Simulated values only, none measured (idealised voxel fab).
Process module under the name voxel self aligned contacts
This is section cut - it's 245 nm across, gridded in 5 nm square cells.
Format of a cross-section: grid, square cells. Given as bands. Order: top down. Band: one or more rows of cells. Per band: top height and bottom height in nm, followed by the left-to-right materials and their widths in nm; "full width" marks a single material spanning edge to edge, "empty" marks empty space. Heads up on the height convention: 0 is the point under which the incoming wafer is all one material, and the lowest band has no bottom, it just keeps going down, like "0 down". When a width is written as two numbers, as in "30..40", the first number is the width in the top row of cells of the band and the second is the width in its bottom row, and the width changes by the same amount from each row to the next. When a step is marked "no modification", none of the cells in the cross-section changed during that step. "Closed internal voids" specifies each empty space that is not open to the top and that occupies no fewer than 8 cells, using the form width x height at distance, the distance measured from the left edge and all three quantities in nm. Where a step's line continues beyond its settings, the continuation is a remark by the simulator itself on that step. For masked steps, "overlay nm" on the step line gives how far right of plan the mask actually lay; a minus sign means it lay to the left.
# The process steps that were planned are listed below
- 1: op RECEIVE | material Si
- 2: op OXIDIZE | depth nm 5
- 3: op DIRECTIONAL_DEP | material polySi | thk nm 30
- 4: op DIRECTIONAL_DEP | material SiN | thk nm 15
- 5: op MASKED_ETCH | tone cover | mask id GATE | width nm 35 | pitch nm 70 | etch materials SiN | depth nm 15 | overlay nm 0
- 6: op MASKED_ETCH | tone cover | mask id GATE | width nm 35 | pitch nm 70 | etch materials polySi | depth nm 30 | overlay nm 0
- 7: op CONFORMAL_DEP | material SiN | thk nm 5
- 8: op DIRECTIONAL_ETCH | etch materials SiN | depth nm 5
- 9: op FILL_DEP | material SiO2 | thk nm 15
- 10: op CMP | height nm 50
- 11: op DIRECTIONAL_DEP | material aC | thk nm 15
- 12: op PATTERN | tone open | mask id CONTACT | material resist | width nm 55 | pitch nm 70 | thk nm 35 | overlay nm 0
- 13: op DIRECTIONAL_ETCH | etch materials aC | depth nm 15
- 14: op STRIP | etch materials resist
- 15: op DIRECTIONAL_ETCH | etch materials SiO2 | depth nm 55
- 16: op STRIP | etch materials aC
- 17: op CONFORMAL_DEP | material TiN | thk nm 5
- 18: op FILL_DEP | material Ru | thk nm 10
- 19: op CMP | height nm 50
- 20: op CONFORMAL_DEP | material SiCN | thk nm 5
# First wafer, two in total, run as planned
# The cross-section here shows the wafer as received, i.e. in its state after step 1
* 0 down  Si full width
* Closed internal voids: none
# The following cross-section depicts the wafer upon completion of step 2
* 0 to -5  SiO2 full width
* Everything under -5 stays put, no change at all.
# The following cross-section depicts the wafer upon completion of step 3
* 30 to 0  polySi full width
* Everything under 0 stays put, no change at all.
# The following cross-section depicts the wafer upon completion of step 4
* 45 to 30  SiN full width
* Everything under 30 stays put, no change at all.
# The following cross-section depicts the wafer upon completion of step 5
* 45 to 30  empty (35)  SiN (35)  empty (35)  SiN (35)  empty (35)  SiN (35)  empty (35)
* Everything under 30 stays put, no change at all.
# The following cross-section depicts the wafer upon completion of step 6
* 45 to 30  empty (35)  SiN (35)  empty (35)  SiN (35)  empty (35)  SiN (35)  empty (35)
* 30 to 0  empty (35)  polySi (35)  empty (35)  polySi (35)  empty (35)  polySi (35)  empty (35)
* Everything under 0 stays put, no change at all.
# The following cross-section depicts the wafer upon completion of step 7
* 50 to 30  empty (30)  SiN (45)  empty (25)  SiN (45)  empty (25)  SiN (45)  empty (30)
* 30 to 5  empty (30)  SiN (5)  polySi (35)  SiN (5)  empty (25)  SiN (5)  polySi (35)  SiN (5)  empty (25)  SiN (5)  polySi (35)  SiN (5)  empty (30)
* 5 to 0  SiN (35)  polySi (35)  SiN (35)  polySi (35)  SiN (35)  polySi (35)  SiN (35)
* Everything under 0 stays put, no change at all.
# The following cross-section depicts the wafer upon completion of step 8
* 45 to 30  empty (30)  SiN (45)  empty (25)  SiN (45)  empty (25)  SiN (45)  empty (30)
* 30 to 0  empty (30)  SiN (5)  polySi (35)  SiN (5)  empty (25)  SiN (5)  polySi (35)  SiN (5)  empty (25)  SiN (5)  polySi (35)  SiN (5)  empty (30)
* Everything under 0 stays put, no change at all.
# The following cross-section depicts the wafer upon completion of step 9
* 60 to 45  SiO2 full width
* 45 to 30  SiO2 (30)  SiN (45)  SiO2 (25)  SiN (45)  SiO2 (25)  SiN (45)  SiO2 (30)
* 30 to 0  SiO2 (30)  SiN (5)  polySi (35)  SiN (5)  SiO2 (25)  SiN (5)  polySi (35)  SiN (5)  SiO2 (25)  SiN (5)  polySi (35)  SiN (5)  SiO2 (30)
* Everything under 0 stays put, no change at all.
# The following cross-section depicts the wafer upon completion of step 10
* 50 to 45  SiO2 full width
* Everything under 45 stays put, no change at all.
# The following cross-section depicts the wafer upon completion of step 11
* 65 to 50  aC full width
* Everything under 50 stays put, no change at all.
# The following cross-section depicts the wafer upon completion of step 12
* 100 to 65  resist (60)  empty (55)  resist (15)  empty (55)  resist (60)
* Everything under 65 stays put, no change at all.
# The following cross-section depicts the wafer upon completion of step 13
* 85 to 65  resist (60)  empty (55)  resist (15)  empty (55)  resist (60)
* 65 to 50  aC (60)  empty (55)  aC (15)  empty (55)  aC (60)
* Everything under 50 stays put, no change at all.
# The following cross-section depicts the wafer upon completion of step 14
* 65 to 50  aC (60)  empty (55)  aC (15)  empty (55)  aC (60)
* Everything under 50 stays put, no change at all.
# The following cross-section depicts the wafer upon completion of step 15
* 65 to 50  aC (60)  empty (55)  aC (15)  empty (55)  aC (60)
* 50 to 45  SiO2 (60)  empty (55)  SiO2 (15)  empty (55)  SiO2 (60)
* 45 to 30  SiO2 (30)  SiN (45)  empty (25)  SiN (45)  empty (25)  SiN (45)  SiO2 (30)
* 30 to 0  SiO2 (30)  SiN (5)  polySi (35)  SiN (5)  empty (25)  SiN (5)  polySi (35)  SiN (5)  empty (25)  SiN (5)  polySi (35)  SiN (5)  SiO2 (30)
* 0 to -5  SiO2 (75)  empty (25)  SiO2 (45)  empty (25)  SiO2 (75)
* Everything under -5 stays put, no change at all.
# The following cross-section depicts the wafer upon completion of step 16
* 50 to 45  SiO2 (60)  empty (55)  SiO2 (15)  empty (55)  SiO2 (60)
* Everything under 45 stays put, no change at all.
# The following cross-section depicts the wafer upon completion of step 17
* 55 to 50  TiN (65)  empty (45)  TiN (25)  empty (45)  TiN (65)
* 50 to 45  SiO2 (60)  TiN (20)  empty (15)  TiN (20)  SiO2 (15)  TiN (20)  empty (15)  TiN (20)  SiO2 (60)
* 45 to 30  SiO2 (30)  SiN (45)  TiN (5)  empty (15)  TiN (5)  SiN (45)  TiN (5)  empty (15)  TiN (5)  SiN (45)  SiO2 (30)
* 30 to 0  SiO2 (30)  SiN (5)  polySi (35)  SiN (5)  TiN (5)  empty (15)  TiN (5)  SiN (5)  polySi (35)  SiN (5)  TiN (5)  empty (15)  TiN (5)  SiN (5)  polySi (35)  SiN (5)  SiO2 (30)
* 0 to -5  SiO2 (75)  TiN (25)  SiO2 (45)  TiN (25)  SiO2 (75)
* Everything under -5 stays put, no change at all.
# The following cross-section depicts the wafer upon completion of step 18
* 65 to 55  Ru full width
* 55 to 50  TiN (65)  Ru (45)  TiN (25)  Ru (45)  TiN (65)
* 50 to 45  SiO2 (60)  TiN (20)  Ru (15)  TiN (20)  SiO2 (15)  TiN (20)  Ru (15)  TiN (20)  SiO2 (60)
* 45 to 30  SiO2 (30)  SiN (45)  TiN (5)  Ru (15)  TiN (5)  SiN (45)  TiN (5)  Ru (15)  TiN (5)  SiN (45)  SiO2 (30)
* 30 to 0  SiO2 (30)  SiN (5)  polySi (35)  SiN (5)  TiN (5)  Ru (15)  TiN (5)  SiN (5)  polySi (35)  SiN (5)  TiN (5)  Ru (15)  TiN (5)  SiN (5)  polySi (35)  SiN (5)  SiO2 (30)
* Everything under 0 stays put, no change at all.
# The following cross-section depicts the wafer upon completion of step 19
* 50 to 45  SiO2 (60)  TiN (20)  Ru (15)  TiN (20)  SiO2 (15)  TiN (20)  Ru (15)  TiN (20)  SiO2 (60)
* Everything under 45 stays put, no change at all.
# The following cross-section depicts the wafer upon completion of step 20
* 55 to 50  SiCN full width
* Everything under 50 stays put, no change at all.
# Second Wafer (Identical Start and Plan, One Processing Error; Matches First Wafer Through Step 1)
Second wafer profile in section, at the moment step 2 of the plan was meant to be complete: no modification
# Second wafer profile in section, at the moment step 3 of the plan was meant to be complete
* 30 to 0  polySi full width
* Everything under 0 stays put, no change at all.
# Second wafer profile in section, at the moment step 4 of the plan was meant to be complete
* 45 to 30  SiN full width
* Everything under 30 stays put, no change at all.
# Second wafer profile in section, at the moment step 5 of the plan was meant to be complete
* 45 to 30  empty (35)  SiN (35)  empty (35)  SiN (35)  empty (35)  SiN (35)  empty (35)
* Everything under 30 stays put, no change at all.
# Second wafer profile in section, at the moment step 6 of the plan was meant to be complete
* 45 to 30  empty (35)  SiN (35)  empty (35)  SiN (35)  empty (35)  SiN (35)  empty (35)
* 30 to 0  empty (35)  polySi (35)  empty (35)  polySi (35)  empty (35)  polySi (35)  empty (35)
* Everything under 0 stays put, no change at all.
# Second wafer profile in section, at the moment step 7 of the plan was meant to be complete
* 50 to 30  empty (30)  SiN (45)  empty (25)  SiN (45)  empty (25)  SiN (45)  empty (30)
* 30 to 5  empty (30)  SiN (5)  polySi (35)  SiN (5)  empty (25)  SiN (5)  polySi (35)  SiN (5)  empty (25)  SiN (5)  polySi (35)  SiN (5)  empty (30)
* 5 to 0  SiN (35)  polySi (35)  SiN (35)  polySi (35)  SiN (35)  polySi (35)  SiN (35)
* Everything under 0 stays put, no change at all.
# Second wafer profile in section, at the moment step 8 of the plan was meant to be complete
* 45 to 30  empty (30)  SiN (45)  empty (25)  SiN (45)  empty (25)  SiN (45)  empty (30)
* 30 to 0  empty (30)  SiN (5)  polySi (35)  SiN (5)  empty (25)  SiN (5)  polySi (35)  SiN (5)  empty (25)  SiN (5)  polySi (35)  SiN (5)  empty (30)
* Everything under 0 stays put, no change at all.
# Second wafer profile in section, at the moment step 9 of the plan was meant to be complete
* 60 to 45  SiO2 full width
* 45 to 30  SiO2 (30)  SiN (45)  SiO2 (25)  SiN (45)  SiO2 (25)  SiN (45)  SiO2 (30)
* 30 to 0  SiO2 (30)  SiN (5)  polySi (35)  SiN (5)  SiO2 (25)  SiN (5)  polySi (35)  SiN (5)  SiO2 (25)  SiN (5)  polySi (35)  SiN (5)  SiO2 (30)
* Everything under 0 stays put, no change at all.
# Second wafer profile in section, at the moment step 10 of the plan was meant to be complete
* 50 to 45  SiO2 full width
* Everything under 45 stays put, no change at all.
# Second wafer profile in section, at the moment step 11 of the plan was meant to be complete
* 65 to 50  aC full width
* Everything under 50 stays put, no change at all.
# Second wafer profile in section, at the moment step 12 of the plan was meant to be complete
* 100 to 65  resist (60)  empty (55)  resist (15)  empty (55)  resist (60)
* Everything under 65 stays put, no change at all.
# Second wafer profile in section, at the moment step 13 of the plan was meant to be complete
* 85 to 65  resist (60)  empty (55)  resist (15)  empty (55)  resist (60)
* 65 to 50  aC (60)  empty (55)  aC (15)  empty (55)  aC (60)
* Everything under 50 stays put, no change at all.
# Second wafer profile in section, at the moment step 14 of the plan was meant to be complete
* 65 to 50  aC (60)  empty (55)  aC (15)  empty (55)  aC (60)
* Everything under 50 stays put, no change at all.
# Second wafer profile in section, at the moment step 15 of the plan was meant to be complete
* 65 to 50  aC (60)  empty (55)  aC (15)  empty (55)  aC (60)
* 50 to 45  SiO2 (60)  empty (55)  SiO2 (15)  empty (55)  SiO2 (60)
* 45 to 30  SiO2 (30)  SiN (45)  empty (25)  SiN (45)  empty (25)  SiN (45)  SiO2 (30)
* 30 to 0  SiO2 (30)  SiN (5)  polySi (35)  SiN (5)  empty (25)  SiN (5)  polySi (35)  SiN (5)  empty (25)  SiN (5)  polySi (35)  SiN (5)  SiO2 (30)
* Everything under 0 stays put, no change at all.
# Second wafer profile in section, at the moment step 16 of the plan was meant to be complete
* 50 to 45  SiO2 (60)  empty (55)  SiO2 (15)  empty (55)  SiO2 (60)
* Everything under 45 stays put, no change at all.
# Second wafer profile in section, at the moment step 17 of the plan was meant to be complete
* 55 to 50  TiN (65)  empty (45)  TiN (25)  empty (45)  TiN (65)
* 50 to 45  SiO2 (60)  TiN (20)  empty (15)  TiN (20)  SiO2 (15)  TiN (20)  empty (15)  TiN (20)  SiO2 (60)
* 45 to 30  SiO2 (30)  SiN (45)  TiN (5)  empty (15)  TiN (5)  SiN (45)  TiN (5)  empty (15)  TiN (5)  SiN (45)  SiO2 (30)
* 30 to 5  SiO2 (30)  SiN (5)  polySi (35)  SiN (5)  TiN (5)  empty (15)  TiN (5)  SiN (5)  polySi (35)  SiN (5)  TiN (5)  empty (15)  TiN (5)  SiN (5)  polySi (35)  SiN (5)  SiO2 (30)
* 5 to 0  SiO2 (30)  SiN (5)  polySi (35)  SiN (5)  TiN (25)  SiN (5)  polySi (35)  SiN (5)  TiN (25)  SiN (5)  polySi (35)  SiN (5)  SiO2 (30)
* Everything under 0 stays put, no change at all.
# Second wafer profile in section, at the moment step 18 of the plan was meant to be complete
* 65 to 55  Ru full width
* 55 to 50  TiN (65)  Ru (45)  TiN (25)  Ru (45)  TiN (65)
* 50 to 45  SiO2 (60)  TiN (20)  Ru (15)  TiN (20)  SiO2 (15)  TiN (20)  Ru (15)  TiN (20)  SiO2 (60)
* 45 to 30  SiO2 (30)  SiN (45)  TiN (5)  Ru (15)  TiN (5)  SiN (45)  TiN (5)  Ru (15)  TiN (5)  SiN (45)  SiO2 (30)
* 30 to 5  SiO2 (30)  SiN (5)  polySi (35)  SiN (5)  TiN (5)  Ru (15)  TiN (5)  SiN (5)  polySi (35)  SiN (5)  TiN (5)  Ru (15)  TiN (5)  SiN (5)  polySi (35)  SiN (5)  SiO2 (30)
* Everything under 5 stays put, no change at all.
# Second wafer profile in section, at the moment step 19 of the plan was meant to be complete
* 50 to 45  SiO2 (60)  TiN (20)  Ru (15)  TiN (20)  SiO2 (15)  TiN (20)  Ru (15)  TiN (20)  SiO2 (60)
* Everything under 45 stays put, no change at all.
# Second wafer profile in section, at the moment step 20 of the plan was meant to be complete
* 55 to 50  SiCN full width
* Everything under 50 stays put, no change at all.
Short version of what went wrong: step 2 from the plan never happened, it was just skipped
Once processing is complete, comparing cell counts shows that the second wafer has more or fewer of certain materials than the first: Ru -6 | Si +49 | SiO2 -39 | TiN -4
